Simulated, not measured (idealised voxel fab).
Proc. module: voxel fin reveal
Cross-section cut spans 200 nm and uses square cells 5 nm in size.
Square cells in a grid make up a cross-section in this document, and the grid is given as bands, listed from the top down, each one or more rows of cells.
First you get the band's top height and its bottom height, in nm, and then the materials it's made of, left to right, with each width in nm. If you see a single material with "edge to edge", that one covers the band edge to edge. "empty" is empty space.
Height datum 0, below which the as-received substrate wafer is one material. Lowest band open at the bottom, running downward: "0 down".
Graded width ("30->40"): value in top row of band = first number; value in bottom row = second number; row-to-row change constant.
Step marked "changes: none"? Then no cell in the cross-section changed in it.
Under "Sealed void listing" you'll find the enclosed gaps, the ones with no way out to the top, that are 8 cells or bigger; each reads width x height at distance, with distance counted from the left edge, everything in nm.
That trailing text on a step's line, after the settings, is the simulator's own remark on the step.
If you see "overlay nm" on a step's line and that step has a mask, it's telling you how far right of where it was planned the mask ended up; a negative number means it went left instead.

[List of planned process steps]
- 1: op RECEIVE | material Si
- 2: op CONFORMAL_DEP | material SiN | thk nm 5
- 3: op DIRECTIONAL_DEP | material aC | thk nm 15
- 4: op PATTERN | tone cover | mask id FINS | material resist | width nm 15 | pitch nm 35 | thk nm 35 | overlay nm 0
- 5: op DIRECTIONAL_ETCH | etch materials aC | depth nm 15
- 6: op STRIP | etch materials resist
- 7: op DIRECTIONAL_ETCH | etch materials SiN | depth nm 5
- 8: op DIRECTIONAL_ETCH | etch materials Si | depth nm 35
- 9: op STRIP | etch materials aC
- 10: op OXIDIZE | depth nm 5
- 11: op FILL_DEP | material SiO2 | thk nm 10
- 12: op CMP | height nm 5
- 13: op SELECTIVE_ETCH | etch materials SiO2 | depth nm 30
- 14: op STRIP | etch materials SiN

[First of two wafers - as planned]

[Here's what the wafer looked like in cross-section when it arrived - that's after step 1]
    0 down = Si edge to edge
    Sealed void listing: none

[Wafer xsec, post step 2]
    5 to 0 = SiN edge to edge
    Under the height 0 nothing was changed.

[Wafer xsec, post step 3]
    20 to 5 = aC edge to edge
    Under the height 5 nothing was changed.

[Wafer xsec, post step 4]
    55 to 20 = 75 empty / 15 resist / 20 empty / 15 resist / 75 empty
    Under the height 20 nothing was changed.

[Wafer xsec, post step 5]
    40 to 20 = 75 empty / 15 resist / 20 empty / 15 resist / 75 empty
    20 to 5 = 75 empty / 15 aC / 20 empty / 15 aC / 75 empty
    Under the height 5 nothing was changed.

[Wafer xsec, post step 6]
    20 to 5 = 75 empty / 15 aC / 20 empty / 15 aC / 75 empty
    Under the height 5 nothing was changed.

[Wafer xsec, post step 7]
    20 to 5 = 75 empty / 15 aC / 20 empty / 15 aC / 75 empty
    5 to 0 = 75 empty / 15 SiN / 20 empty / 15 SiN / 75 empty
    Under the height 0 nothing was changed.

[Wafer xsec, post step 8]
    20 to 5 = 75 empty / 15 aC / 20 empty / 15 aC / 75 empty
    5 to 0 = 75 empty / 15 SiN / 20 empty / 15 SiN / 75 empty
    0 to -35 = 75 empty / 15 Si / 20 empty / 15 Si / 75 empty
    Under the height -35 nothing was changed.

[Wafer xsec, post step 9]
    5 to 0 = 75 empty / 15 SiN / 20 empty / 15 SiN / 75 empty
    Under the height 0 nothing was changed.

[Wafer xsec, post step 10]
    5 to 0 = 75 empty / 15 SiN / 20 empty / 15 SiN / 75 empty
    0 to -35 = 75 empty / 5 SiO2 / 5 Si / 5 SiO2 / 20 empty / 5 SiO2 / 5 Si / 5 SiO2 / 75 empty
    -35 to -40 = 80 SiO2 / 5 Si / 30 SiO2 / 5 Si / 80 SiO2
    Under the height -40 nothing was changed.

[Wafer xsec, post step 11]
    15 to 5 = SiO2 edge to edge
    5 to 0 = 75 SiO2 / 15 SiN / 20 SiO2 / 15 SiN / 75 SiO2
    0 to -40 = 80 SiO2 / 5 Si / 30 SiO2 / 5 Si / 80 SiO2
    Under the height -40 nothing was changed.

[Wafer xsec, post step 12]
    5 to 0 = 75 SiO2 / 15 SiN / 20 SiO2 / 15 SiN / 75 SiO2
    Under the height 0 nothing was changed.

[Wafer xsec, post step 13]
    5 to 0 = 75 empty / 15 SiN / 20 empty / 15 SiN / 75 empty
    0 to -25 = 80 empty / 5 Si / 30 empty / 5 Si / 80 empty
    Under the height -25 nothing was changed.

[Wafer xsec, post step 14]
    0 to -25 = 80 empty / 5 Si / 30 empty / 5 Si / 80 empty
    Under the height -25 nothing was changed.

[Wafer two of two - same starting point, same process plan, one mistake in execution; matches wafer one up to and including step 3]

[Second wafer shown in cross-section at the time step 4 was slated to end]
    55 to 20 = 75 resist / 15 empty / 20 resist / 15 empty / 75 resist
    Under the height 20 nothing was changed.

[Second wafer shown in cross-section at the time step 5 was slated to end]
    40 to 20 = 75 resist / 15 empty / 20 resist / 15 empty / 75 resist
    20 to 5 = 75 aC / 15 empty / 20 aC / 15 empty / 75 aC
    Under the height 5 nothing was changed.

[Second wafer shown in cross-section at the time step 6 was slated to end]
    20 to 5 = 75 aC / 15 empty / 20 aC / 15 empty / 75 aC
    Under the height 5 nothing was changed.

[Second wafer shown in cross-section at the time step 7 was slated to end]
    20 to 5 = 75 aC / 15 empty / 20 aC / 15 empty / 75 aC
    5 to 0 = 75 SiN / 15 empty / 20 SiN / 15 empty / 75 SiN
    Under the height 0 nothing was changed.

[Second wafer shown in cross-section at the time step 8 was slated to end]
    20 to 5 = 75 aC / 15 empty / 20 aC / 15 empty / 75 aC
    5 to 0 = 75 SiN / 15 empty / 20 SiN / 15 empty / 75 SiN
    0 to -35 = 75 Si / 15 empty / 20 Si / 15 empty / 75 Si
    Under the height -35 nothing was changed.

[Second wafer shown in cross-section at the time step 9 was slated to end]
    5 to 0 = 75 SiN / 15 empty / 20 SiN / 15 empty / 75 SiN
    Under the height 0 nothing was changed.

[Second wafer shown in cross-section at the time step 10 was slated to end]
    5 to 0 = 75 SiN / 15 empty / 20 SiN / 15 empty / 75 SiN
    0 to -35 = 70 Si / 5 SiO2 / 15 empty / 5 SiO2 / 10 Si / 5 SiO2 / 15 empty / 5 SiO2 / 70 Si
    -35 to -40 = 70 Si / 25 SiO2 / 10 Si / 25 SiO2 / 70 Si
    Under the height -40 nothing was changed.

[Second wafer shown in cross-section at the time step 11 was slated to end]
    15 to 5 = SiO2 edge to edge
    5 to 0 = 75 SiN / 15 SiO2 / 20 SiN / 15 SiO2 / 75 SiN
    0 to -40 = 70 Si / 25 SiO2 / 10 Si / 25 SiO2 / 70 Si
    Under the height -40 nothing was changed.

[Second wafer shown in cross-section at the time step 12 was slated to end]
    5 to 0 = 75 SiN / 15 SiO2 / 20 SiN / 15 SiO2 / 75 SiN
    Under the height 0 nothing was changed.

[Second wafer shown in cross-section at the time step 13 was slated to end]
    5 to 0 = 75 SiN / 15 empty / 20 SiN / 15 empty / 75 SiN
    0 to -25 = 70 Si / 25 empty / 10 Si / 25 empty / 70 Si
    Under the height -25 nothing was changed.

[Second wafer shown in cross-section at the time step 14 was slated to end]
    0 to -25 = 70 Si / 25 empty / 10 Si / 25 empty / 70 Si
    Under the height -25 nothing was changed.
Deviation from plan: step 4 ran as: op PATTERN | tone open | mask id FINS | material resist | width nm 15 | pitch nm 35 | thk nm 35 | overlay nm 0
It is noted that, at the conclusion of processing, the second wafer exhibits a higher or lower cell count for certain materials relative to the first: 224 more of Si, 84 fewer of SiO2
